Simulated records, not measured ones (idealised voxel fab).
A process module follows: voxel wiring stack.
It is cross-section cut that appears here, measuring 195 nm in width, its square cells being 5 nm in size.
Heads up, the way a cross-section reads in here is a grid of square cells, handed over as bands from the top down, with every band being one or more rows of cells.
Heads up on the band format: heights come first, top then bottom, in nm. After that it's the materials left to right, each with its width in nm. A single material flagged "all across" fills the whole band edge to edge, and "air" means there's empty space there.
Convention: height 0 is the level below which the wafer, as received, is all one material. The lowest band does not terminate at the bottom but continues downward, represented as "0 and below".
Top row gets the first number, bottom row gets the second, and each row in between changes by the same step: that is how a band width like "30->40" works.
"remained the same" after a step means that no cell of the cross-section changed.
"Encapsulated voids" specifies each empty space that is not open to the top and that occupies no fewer than 8 cells, using the form width x height at distance, the distance measured from the left edge and all three quantities in nm.
Note: text after step settings on the step line = simulator remark on that step.
"overlay nm" answers the question of how far to the right of plan the mask lay on a step that has a mask, and when it is negative the answer is to the left.
HERE'S WHAT THE PLANNED PROCESS STEPS LOOK LIKE
1) RECEIVE: material Si
2) CONFORMAL_DEP: material SiO2, thk nm 15
3) DIRECTIONAL_DEP: material TiN, thk nm 5
4) DIRECTIONAL_DEP: material Ru, thk nm 15
5) PATTERN: tone cover, mask id METAL_1, material resist, width nm 30, pitch nm 45, thk nm 20, overlay nm 0
6) DIRECTIONAL_ETCH: etch materials Ru, depth nm 15
7) DIRECTIONAL_ETCH: etch materials TiN, depth nm 5
8) STRIP: etch materials resist
9) CONFORMAL_DEP: material SiCN, thk nm 5
10) FILL_DEP: material SiO2, thk nm 5
11) CMP: height nm 35
12) CONFORMAL_DEP: material SiCN, thk nm 5
13) DIRECTIONAL_DEP: material SiO2, thk nm 20
14) PATTERN: tone open, mask id PLUG_1, material resist, width nm 15, pitch nm 90, thk nm 15, overlay nm 0
15) DIRECTIONAL_ETCH: etch materials SiO2, depth nm 20
16) DIRECTIONAL_ETCH: etch materials SiCN, depth nm 5
17) STRIP: etch materials resist
18) EPI: material Ru, thk nm 10
19) EPI: material Ru, thk nm 10
20) EPI: material Ru, thk nm 5
21) DIRECTIONAL_DEP: material TiN, thk nm 5
22) DIRECTIONAL_DEP: material Ru, thk nm 20
23) MASKED_ETCH: tone cover, mask id METAL_2, width nm 30, pitch nm 45, etch materials Ru, depth nm 20, overlay nm 0
24) MASKED_ETCH: tone cover, mask id METAL_2, width nm 30, pitch nm 45, etch materials TiN, depth nm 5, overlay nm 0
25) FILL_DEP: material SiO2, thk nm 10
26) CMP: height nm 85
27) CONFORMAL_DEP: material SiN, thk nm 5
HERE'S WHAT THE WAFER LOOKED LIKE IN CROSS-SECTION WHEN IT ARRIVED - THAT'S AFTER STEP 1
0 and below | Si all across
Encapsulated voids: none
END-OF-MODULE XS, FIRST OF TWO WAFERS, RUN AS PLANNED
90 down to 85 | SiN all across
85 down to 65 | SiO2=15 / Ru=30 / SiO2=15 / Ru=30 / SiO2=15 / Ru=30 / SiO2=15 / Ru=30 / SiO2=15
65 down to 60 | SiO2=15 / TiN=30 / SiO2=15 / TiN=30 / SiO2=15 / TiN=30 / SiO2=15 / TiN=30 / SiO2=15
60 down to 40 | SiO2=15 / Ru=15 / SiO2=75 / Ru=15 / SiO2=75
40 down to 35 | SiCN=15 / Ru=15 / SiCN=75 / Ru=15 / SiCN=75
35 down to 20 | SiO2=10 / SiCN=5 / Ru=30 / SiCN=5 / SiO2=5 / SiCN=5 / Ru=30 / SiCN=5 / SiO2=5 / SiCN=5 / Ru=30 / SiCN=5 / SiO2=5 / SiCN=5 / Ru=30 / SiCN=5 / SiO2=10
20 down to 15 | SiCN=15 / TiN=30 / SiCN=15 / TiN=30 / SiCN=15 / TiN=30 / SiCN=15 / TiN=30 / SiCN=15
15 down to 0 | SiO2 all across
0 and below | Si all across
Encapsulated voids: none
SO THIS IS WAFER NUMBER TWO OF THE TWO, CUT AT THE END OF THE MODULE - IT STARTED WHERE THE FIRST DID AND HAD THE SAME PLAN, WE JUST GOT ONE THING WRONG RUNNING IT
90 down to 85 | SiN all across
85 down to 65 | SiO2=20 / Ru=20 / SiO2=25 / Ru=20 / SiO2=25 / Ru=20 / SiO2=25 / Ru=20 / SiO2=20
65 down to 60 | SiO2=15 / TiN=30 / SiO2=15 / TiN=30 / SiO2=15 / TiN=30 / SiO2=15 / TiN=30 / SiO2=15
60 down to 40 | SiO2=15 / Ru=15 / SiO2=75 / Ru=15 / SiO2=75
40 down to 35 | SiCN=15 / Ru=15 / SiCN=75 / Ru=15 / SiCN=75
35 down to 20 | SiO2=10 / SiCN=5 / Ru=30 / SiCN=5 / SiO2=5 / SiCN=5 / Ru=30 / SiCN=5 / SiO2=5 / SiCN=5 / Ru=30 / SiCN=5 / SiO2=5 / SiCN=5 / Ru=30 / SiCN=5 / SiO2=10
20 down to 15 | SiCN=15 / TiN=30 / SiCN=15 / TiN=30 / SiCN=15 / TiN=30 / SiCN=15 / TiN=30 / SiCN=15
15 down to 0 | SiO2 all across
0 and below | Si all across
Encapsulated voids: none
In executing the process, a mistake was made relative to the plan: for step 23, the planned setting was not used; the step was instead run as MASKED_ETCH: tone cover, mask id METAL_2, width nm 20, pitch nm 45, etch materials Ru, depth nm 20, overlay nm 0
Once processing is complete, comparing cell counts shows that the second wafer has more or fewer of certain materials than the first: Ru: 32 fewer | SiO2: 32 more
